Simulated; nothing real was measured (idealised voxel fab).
process module | voxel spacer lines
cross-section cut | 220 nm wide | cells 5 nm
A cross-section is a grid of square cells, given in bands from the top down. A band is one or more rows of cells.
Each band's line starts with the height of the band's top and of its bottom, in nm. Then come its materials from left to right, each with its width in nm. One material with "throughout" fills the band from edge to edge. "air" is empty space.
Height 0 is the level under which the wafer as received is all one material. The lowest band goes on downwards, as in "0 down".
A width such as "30 to 40" changes by the same amount from each row of cells to the next, from the band's top row to its bottom row.
"no change" after a step means that no cell of the cross-section changed.
closed voids: empty space of 8 cells or more with no open way to the top, each as width x height at its distance from the left edge, in nm
after a step's settings: what the simulator itself notes on the step
overlay nm, on a step with a mask: how far to the right of its planned place the mask lay; to the left if negative
plan
1 op RECEIVE | material Si
2 op CONFORMAL_DEP | material Al2O3 | thk nm 5
3 op DIRECTIONAL_DEP | material polySi | thk nm 15
4 op DIRECTIONAL_DEP | material aC | thk nm 30
5 op PATTERN | tone cover | mask id MANDREL | material resist | width nm 25 | pitch nm 80 | thk nm 40 | overlay nm 0
6 op DIRECTIONAL_ETCH | etch materials aC | depth nm 30
7 op STRIP | etch materials resist
8 op CONFORMAL_DEP | material SiN | thk nm 15
9 op DIRECTIONAL_ETCH | etch materials SiN | depth nm 15
10 op STRIP | etch materials aC
11 op DIRECTIONAL_ETCH | etch materials polySi | depth nm 15
12 op STRIP | etch materials SiN
first wafer, as planned
as received, after step 1
  0 down: Si throughout
  closed voids: none
after step 2
  5 to 0: Al2O3 throughout
  below 0: unchanged
after step 3
  20 to 5: polySi throughout
  below 5: unchanged
after step 4
  50 to 20: aC throughout
  below 20: unchanged
after step 5
  90 to 50: air 15 | resist 25 | air 55 | resist 25 | air 55 | resist 25 | air 20
  below 50: unchanged
after step 6
  60 to 50: air 15 | resist 25 | air 55 | resist 25 | air 55 | resist 25 | air 20
  50 to 20: air 15 | aC 25 | air 55 | aC 25 | air 55 | aC 25 | air 20
  below 20: unchanged
after step 7
  50 to 20: air 15 | aC 25 | air 55 | aC 25 | air 55 | aC 25 | air 20
  below 20: unchanged
after step 8
  65 to 50: SiN 55 | air 25 | SiN 55 | air 25 | SiN 55 | air 5
  50 to 35: SiN 15 | aC 25 | SiN 15 | air 25 | SiN 15 | aC 25 | SiN 15 | air 25 | SiN 15 | aC 25 | SiN 15 | air 5
  35 to 20: SiN 15 | aC 25 | SiN 55 | aC 25 | SiN 55 | aC 25 | SiN 20
  below 20: unchanged
after step 9
  50 to 20: SiN 15 | aC 25 | SiN 15 | air 25 | SiN 15 | aC 25 | SiN 15 | air 25 | SiN 15 | aC 25 | SiN 15 | air 5
  below 20: unchanged
after step 10
  50 to 20: SiN 15 | air 25 | SiN 15 | air 25 | SiN 15 | air 25 | SiN 15 | air 25 | SiN 15 | air 25 | SiN 15 | air 5
  below 20: unchanged
after step 11
  50 to 20: SiN 15 | air 25 | SiN 15 | air 25 | SiN 15 | air 25 | SiN 15 | air 25 | SiN 15 | air 25 | SiN 15 | air 5
  20 to 5: polySi 15 | air 25 | polySi 15 | air 25 | polySi 15 | air 25 | polySi 15 | air 25 | polySi 15 | air 25 | polySi 15 | air 5
  below 5: unchanged
after step 12
  20 to 5: polySi 15 | air 25 | polySi 15 | air 25 | polySi 15 | air 25 | polySi 15 | air 25 | polySi 15 | air 25 | polySi 15 | air 5
  below 5: unchanged
second wafer: like start, like plan, one mistake. Through step 9 it matches the first wafer
when step 10 should have ended
  50 to 20: SiN 15 | aC 25 | SiN 15 | air 25 | SiN 15 | aC 25 | SiN 15 | air 25 | SiN 15 | aC 25 | SiN 15 | air 5
  20 to 5: polySi 55 | air 25 | polySi 55 | air 25 | polySi 55 | air 5
  below 5: unchanged
when step 11 should have ended
  50 to 20: SiN 15 | air 25 | SiN 15 | air 25 | SiN 15 | air 25 | SiN 15 | air 25 | SiN 15 | air 25 | SiN 15 | air 5
  below 20: unchanged
when step 12 should have ended
  20 to 5: polySi 55 | air 25 | polySi 55 | air 25 | polySi 55 | air 5
  below 5: unchanged
what went wrong: steps 10 and 11 were swapped
at the end the second wafer has, in cells: 45 more of polySi
